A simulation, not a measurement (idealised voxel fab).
voxel spacer lines: a process module
The cross-section shown here is cut; it is 280 nm wide and divided into square cells measuring 5 nm on a side.
For the purposes of this document, a cross-section shall be understood as a grid of square cells, specified as bands listed in top-to-bottom order, each band consisting of one or more rows of cells. The entry gives the band's vertical extent as a top height and a bottom height in nm, then its horizontal make-up as materials from left to right, each with a width in nm. "air" stands for empty space; a single material marked "all across" fills the band edge to edge. The reference from which all heights are counted is 0, the level beneath which the as-received wafer is entirely one material; the lowest band, having no lower bound, proceeds downward and is written after the example "from 0 down". With a width like "30..40", each row of cells in the band differs from the next by the same amount, the top row carrying the first number and the bottom row the second. You'll sometimes find "nothing changed" written for a step, and that's the way of saying that nowhere in the cross-section did a cell change during that step. "Closed voids list" lists enclosed empty spaces (at least 8 cells, no open path upward to the top), each as width x height at distance from the left edge, in nm. after a step's settings: what the simulator itself notes on the step. What "overlay nm" on a step's line means: if the step has a mask, that mask lay this far to the right of its planned place, or, when the value is negative, to the left.

Process steps foreseen in the plan
| 1 | RECEIVE, material Si |
| 2 | CONFORMAL_DEP, material Al2O3, thk nm 5 |
| 3 | DIRECTIONAL_DEP, material SiN, thk nm 20 |
| 4 | DIRECTIONAL_DEP, material polySi, thk nm 25 |
| 5 | PATTERN, tone cover, mask id MANDREL, material resist, width nm 20, pitch nm 60, thk nm 30, overlay nm 0 |
| 6 | DIRECTIONAL_ETCH, etch materials polySi, depth nm 25 |
| 7 | STRIP, etch materials resist |
| 8 | CONFORMAL_DEP, material SiO2, thk nm 10 |
| 9 | DIRECTIONAL_ETCH, etch materials SiO2, depth nm 10 |
| 10 | STRIP, etch materials polySi |
| 11 | DIRECTIONAL_ETCH, etch materials SiN, depth nm 20 |
| 12 | STRIP, etch materials SiO2 |

Here's what the wafer looked like in cross-section when it arrived - that's after step 1
  from 0 down  Si all across
  Closed voids list: none

Cross-section, end of module. Start: as above. Plan: as above. Execution: one mistake
  from 25 to 10  60 air | 10 SiN | 20 air | 10 SiN | 20 air | 10 SiN | 20 air | 10 SiN | 20 air | 10 SiN | 20 air | 10 SiN | 60 air
  from 10 to 5  SiN all across
  from 5 to 0  Al2O3 all across
  from 0 down  Si all across
  Closed voids list: none
Nonconformance to the process plan: heads up, step 11 didn't go per plan, it actually ran as DIRECTIONAL_ETCH, etch materials SiN, depth nm 15
